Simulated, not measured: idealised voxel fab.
This is a process module. Its name is voxel capacitor over wiring.
Cross-section cut spans 205 nm and uses square cells 5 nm in size.
Each cross-section below is a grid of square cells, stated as bands in top-down order, with one or more rows of cells making up each band. Band entry format. Leading values: height of top, height of bottom, nm. Remainder: materials in left-to-right order, each with its width in nm. Special words: "full width" on a single material, which then fills the band edge to edge; "empty", empty space. Heights are measured from 0, the level below which the as-received wafer is all one material; the lowest band has no bottom and continues downward, written as in "0 nm and below". It should be noted that a width expressed as "30..40" varies in equal increments from row to row of cells within the band, taking the value of the first number at the top row and that of the second number at the bottom row. Step marked "all unchanged"? Then no cell in the cross-section changed in it. The list in "Cavities, sealed" covers empty spaces of 8 cells or more that cannot reach the top through any open way, and it gives each as width x height at distance; the distance is from the left edge, and width, height and distance are in nm. Step line, after settings: the simulator's comment on this step. What "overlay nm" on a step's line means: if the step has a mask, that mask lay this far to the right of its planned place, or, when the value is negative, to the left.

The planned process steps are enumerated hereunder:
1,RECEIVE: material Si
2,CONFORMAL_DEP: material SiO2, thk nm 15
3,CONFORMAL_DEP: material SiCN, thk nm 5
4,DIRECTIONAL_DEP: material lowk, thk nm 25
5,PATTERN: tone open, mask id METAL_1, material resist, width nm 30, pitch nm 80, thk nm 15, overlay nm 0
6,DIRECTIONAL_ETCH: etch materials lowk, depth nm 25
7,DIRECTIONAL_ETCH: etch materials SiCN, depth nm 5
8,STRIP: etch materials resist
9,CONFORMAL_DEP: material TiN, thk nm 5
10,FILL_DEP: material Cu, thk nm 10
11,CMP: height nm 45
12,CONFORMAL_DEP: material SiCN, thk nm 5
13,DIRECTIONAL_DEP: material SiO2, thk nm 15
14,MASKED_ETCH: tone open, mask id PLUG_1, width nm 15, etch materials SiO2, depth nm 15, overlay nm 0
15,MASKED_ETCH: tone open, mask id PLUG_1, width nm 15, etch materials SiCN, depth nm 5, overlay nm 0
16,EPI: material Ru, thk nm 10
17,EPI: material Ru, thk nm 10
18,DIRECTIONAL_DEP: material TiN, thk nm 5
19,DIRECTIONAL_DEP: material SiN, thk nm 5
20,DIRECTIONAL_DEP: material TiN, thk nm 10
21,DIRECTIONAL_DEP: material aC, thk nm 10
22,PATTERN: tone cover, mask id UPPER_PLATE, material resist, width nm 55, thk nm 25, overlay nm 0
23,DIRECTIONAL_ETCH: etch materials aC, depth nm 10
24,STRIP: etch materials resist
25,DIRECTIONAL_ETCH: etch materials TiN, depth nm 10
26,DIRECTIONAL_ETCH: etch materials SiN, depth nm 5
27,STRIP: etch materials aC
28,PATTERN: tone cover, mask id LOWER_PLATE, material resist, width nm 65, thk nm 20, overlay nm 0
29,DIRECTIONAL_ETCH: etch materials TiN, depth nm 5
30,STRIP: etch materials resist
31,FILL_DEP: material SiO2, thk nm 15
32,CMP: height nm 95
33,PATTERN: tone open, mask id PLUG_2, material resist, width nm 15, thk nm 15, overlay nm 0
34,DIRECTIONAL_ETCH: etch materials SiO2, depth nm 10
35,STRIP: etch materials resist
36,CONFORMAL_DEP: material TiN, thk nm 5
37,FILL_DEP: material Cu, thk nm 5
38,CMP: height nm 95
39,CONFORMAL_DEP: material SiN, thk nm 5

Cross-section: wafer on arrival = after step 1:
> 0 nm and below: Si full width
> Cavities, sealed: none

Wafer at module end, in section. Began as above, planned as above, run with one mistake:
> 100 nm to 95 nm: SiN full width
> 95 nm to 90 nm: SiO2: 70 | TiN: 5 | Cu: 5 | TiN: 5 | SiO2: 120
> 90 nm to 85 nm: SiO2: 70 | TiN: 15 | SiO2: 120
> 85 nm to 80 nm: SiO2 full width
> 80 nm to 70 nm: SiO2: 60 | TiN: 55 | SiO2: 90
> 70 nm to 65 nm: SiO2: 55 | TiN: 65 | SiO2: 85
> 65 nm to 50 nm: SiO2: 60 | Ru: 15 | SiO2: 130
> 50 nm to 45 nm: SiCN: 60 | Ru: 15 | SiCN: 130
> 45 nm to 20 nm: lowk: 45 | TiN: 5 | Cu: 20 | TiN: 5 | lowk: 50 | TiN: 5 | Cu: 20 | TiN: 5 | lowk: 50
> 20 nm to 15 nm: SiCN: 45 | TiN: 30 | SiCN: 50 | TiN: 30 | SiCN: 50
> 15 nm to 0 nm: SiO2 full width
> 0 nm and below: Si full width
> Cavities, sealed: none
Deviation noted in wafer processing: step 19 from the plan never happened, it was just skipped
